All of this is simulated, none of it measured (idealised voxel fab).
Process module, titled voxel wiring stack
Cross-section cut spans 170 nm and uses square cells 5 nm in size.
Cross-section layout: square cells on a grid; listed as bands, top to bottom; a band spans one or more cell rows.
Top height, bottom height, nm. Materials left to right, width each, nm. Single material + "edge to edge" = fills band edge to edge. "blank" = empty.
Ref level 0: as-received wafer is one material below here. Bottom band extends down with no lower bound ("0 down").
When a width is written as two numbers, as in "30..40", the first number is the width in the top row of cells of the band and the second is the width in its bottom row, and the width changes by the same amount from each row to the next.
When a step is marked "no modifications", none of the cells in the cross-section changed during that step.
"Closed void list" specifies each empty space that is not open to the top and that occupies no fewer than 8 cells, using the form width x height at distance, the distance measured from the left edge and all three quantities in nm.
The remark found on a step's line after its settings is issued by the simulator itself and pertains to that step.
The "overlay nm" setting may appear on a step's line; for a step that uses a mask, it gives how far to the right of its planned position the mask lay, and a negative value indicates the left.

## Process steps (planned)
1. RECEIVE [material Si]
2. CONFORMAL_DEP [material SiO2] [thk nm 10]
3. CONFORMAL_DEP [material SiN] [thk nm 5]
4. DIRECTIONAL_DEP [material lowk] [thk nm 15]
5. PATTERN [tone open] [mask id METAL_1] [material resist] [width nm 20] [pitch nm 35] [thk nm 20] [overlay nm 0]
6. DIRECTIONAL_ETCH [etch materials lowk] [depth nm 15]
7. DIRECTIONAL_ETCH [etch materials SiN] [depth nm 5]
8. STRIP [etch materials resist]
9. CONFORMAL_DEP [material TiN] [thk nm 5]
10. FILL_DEP [material Ru] [thk nm 10]
11. CMP [height nm 30]
12. EPI [material Ru] [thk nm 5]
13. FILL_DEP [material SiCN] [thk nm 5]
14. DIRECTIONAL_DEP [material SiO2] [thk nm 10]
15. DIRECTIONAL_DEP [material aC] [thk nm 15]
16. PATTERN [tone open] [mask id PLUG_1] [material resist] [width nm 15] [pitch nm 35] [thk nm 35] [overlay nm 0]
17. DIRECTIONAL_ETCH [etch materials aC] [depth nm 15]
18. STRIP [etch materials resist]
19. DIRECTIONAL_ETCH [etch materials SiO2] [depth nm 10]
20. DIRECTIONAL_ETCH [etch materials SiCN] [depth nm 5]
21. STRIP [etch materials aC]
22. EPI [material Ru] [thk nm 10]
23. EPI [material Ru] [thk nm 5]
24. CONFORMAL_DEP [material SiN] [thk nm 5]
25. DIRECTIONAL_DEP [material lowk] [thk nm 15]
26. MASKED_ETCH [tone open] [mask id METAL_2] [width nm 20] [pitch nm 35] [etch materials lowk] [depth nm 15] [overlay nm 0]
27. MASKED_ETCH [tone open] [mask id METAL_2] [width nm 20] [pitch nm 35] [etch materials SiN] [depth nm 5] [overlay nm 0]
28. CONFORMAL_DEP [material TiN] [thk nm 5]
29. FILL_DEP [material W] [thk nm 5]
30. CMP [height nm 70]
31. EPI [material Ru] [thk nm 5]
32. FILL_DEP [material SiCN] [thk nm 5]
33. DIRECTIONAL_DEP [material SiO2] [thk nm 30]
34. MASKED_ETCH [tone open] [mask id METAL_3] [width nm 20] [pitch nm 35] [etch materials SiO2] [depth nm 15] [overlay nm 0]
35. PATTERN [tone open] [mask id METAL_3_HOLES] [material resist] [width nm 15] [pitch nm 35] [thk nm 15] [overlay nm 0]
36. DIRECTIONAL_ETCH [etch materials SiO2] [depth nm 15]
37. DIRECTIONAL_ETCH [etch materials SiCN] [depth nm 5]
38. STRIP [etch materials resist]
39. CONFORMAL_DEP [material TiN] [thk nm 5]
40. FILL_DEP [material Ru] [thk nm 10]
41. CMP [height nm 110]
42. CONFORMAL_DEP [material SiN] [thk nm 5]

## Wafer at receipt (post step 1), cross-section
- 0 down  Si edge to edge
- Closed void list: none

## Cross-section, end of module. Start: as above. Plan: as above. Execution: one mistake
- 115 to 110  SiN edge to edge
- 110 to 100  SiO2 20; TiN 5; Ru 10; TiN 5; SiO2 15; TiN 5; Ru 10; TiN 5; SiO2 15; TiN 5; Ru 10; TiN 5; SiO2 15; TiN 5; Ru 10; TiN 5; SiO2 25
- 100 to 95  SiO2 20; TiN 5; Ru 5; TiN 10; SiO2 15; TiN 5; Ru 5; TiN 10; SiO2 15; TiN 5; Ru 5; TiN 10; SiO2 15; TiN 5; Ru 5; TiN 10; SiO2 25
- 95 to 80  SiO2 20; TiN 5; Ru 5; TiN 5; SiO2 20; TiN 5; Ru 5; TiN 5; SiO2 20; TiN 5; Ru 5; TiN 5; SiO2 20; TiN 5; Ru 5; TiN 5; SiO2 30
- 80 to 75  SiCN 20; TiN 15; SiCN 20; TiN 15; SiCN 20; TiN 15; SiCN 20; TiN 15; SiCN 30
- 75 to 70  SiCN 15; Ru 30; SiCN 5; Ru 30; SiCN 5; Ru 30; SiCN 5; Ru 30; SiCN 20
- 70 to 55  lowk 20; TiN 5; W 10; TiN 5; lowk 15; TiN 5; W 10; TiN 5; lowk 15; TiN 5; W 10; TiN 5; lowk 15; TiN 5; W 10; TiN 5; lowk 25
- 55 to 50  SiN 20; TiN 20; SiN 15; TiN 20; SiN 15; TiN 20; SiN 15; TiN 20; SiN 25
- 50 to 40  SiO2 20; Ru 20; SiO2 15; Ru 20; SiO2 15; Ru 20; SiO2 15; Ru 20; SiO2 25
- 40 to 30  SiCN 20..15; Ru 20..30; SiCN 15..5; Ru 20..30; SiCN 15..5; Ru 20..30; SiCN 15..5; Ru 20..30; SiCN 25..20
- 30 to 15  lowk 20; TiN 5; Ru 10; TiN 5; lowk 15; TiN 5; Ru 10; TiN 5; lowk 15; TiN 5; Ru 10; TiN 5; lowk 15; TiN 5; Ru 10; TiN 5; lowk 25
- 15 to 10  SiN 20; TiN 20; SiN 15; TiN 20; SiN 15; TiN 20; SiN 15; TiN 20; SiN 25
- 10 to 0  SiO2 edge to edge
- 0 down  Si edge to edge
- Closed void list: none
Deviation from plan: note that step 16 departed from the planned setting and was carried out as PATTERN [tone open] [mask id PLUG_1] [material resist] [width nm 20] [pitch nm 35] [thk nm 35] [overlay nm 0]
